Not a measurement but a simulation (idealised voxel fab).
Module name: voxel lift off (process module)
The cross-section on display is named cut; it measures 285 nm wide, and its cells are 5 nm squares.
How to read a cross-section here: the picture is a grid of square cells, written as bands going from the top down, and any band can span one or more rows of cells. Band: top height; bottom height; in nm. Then, left to right: material with width in nm, for each material. "everywhere": a single material spanning edge to edge. "empty": empty space. Below 0: as-received wafer, all one material; heights counted from there. Lowest band: no bottom, goes on down, written "from 0 down". You'd read "30 to 40" like this: the band's top row of cells is as wide as the first number, its bottom row is as wide as the second, and going down, every row changes width by the same amount as the row before did. For the purposes of this document, the phrase "remained unchanged" attached to a step denotes that no cell within the cross-section was modified by that step. Heads up: "Fully enclosed voids" only lists the empty pockets with no open path to the top that are 8 cells or more, and it writes them as width x height at distance, distance from the left edge, in nm. Past the settings on a step's line: simulator remark, on that step. "overlay nm" answers the question of how far to the right of plan the mask lay on a step that has a mask, and when it is negative the answer is to the left.

Process steps foreseen in the plan
1 op RECEIVE | material Si
2 op CONFORMAL_DEP | material Al2O3 | thk nm 10
3 op PATTERN | tone open | mask id LINES | material resist | width nm 15 | pitch nm 50 | thk nm 25 | overlay nm 0
4 op DIRECTIONAL_DEP | material Ru | thk nm 10
5 op STRIP | etch materials resist
6 op CONFORMAL_DEP | material SiO2 | thk nm 5
Wafers differ in width nm at step 3; plan lists the first wafer's value; identical starting state.

After step 1, as received: first of several wafers, cross-section
- from 0 down  Si everywhere
- Fully enclosed voids: none

Here's the first of several wafers in cross-section, end of the module, after the last step, step 6
- from 25 to 20  empty 105 nm | SiO2 25 nm | empty 25 nm | SiO2 25 nm | empty 105 nm
- from 20 to 15  empty 105 nm | SiO2 5 nm | Ru 15 nm | SiO2 5 nm | empty 25 nm | SiO2 5 nm | Ru 15 nm | SiO2 5 nm | empty 105 nm
- from 15 to 10  SiO2 110 nm | Ru 15 nm | SiO2 35 nm | Ru 15 nm | SiO2 110 nm
- from 10 to 0  Al2O3 everywhere
- from 0 down  Si everywhere
- Fully enclosed voids: none

Last wafer of the set, cross-sectioned at end of module
- from 25 to 20  empty 95 nm | SiO2 45 nm | empty 5 nm | SiO2 45 nm | empty 95 nm
- from 20 to 15  empty 95 nm | SiO2 5 nm | Ru 35 nm | SiO2 5 nm | empty 5 nm | SiO2 5 nm | Ru 35 nm | SiO2 5 nm | empty 95 nm
- from 15 to 10  SiO2 100 nm | Ru 35 nm | SiO2 15 nm | Ru 35 nm | SiO2 100 nm
- from 10 to 0  Al2O3 everywhere
- from 0 down  Si everywhere
- Fully enclosed voids: none

Below: a row per wafer. Contents at end of module: for every material, cells gained since receipt (+) or lost since receipt (-); then closed voids
width nm 15 | +114 Al2O3 | +12 Ru | +65 SiO2 | Fully enclosed voids: none
width nm 20 | +114 Al2O3 | +16 Ru | +65 SiO2 | Fully enclosed voids: none
width nm 25 | +114 Al2O3 | +20 Ru | +65 SiO2 | Fully enclosed voids: none
width nm 30 | +114 Al2O3 | +24 Ru | +65 SiO2 | Fully enclosed voids: none
width nm 35 | +114 Al2O3 | +28 Ru | +65 SiO2 | Fully enclosed voids: none
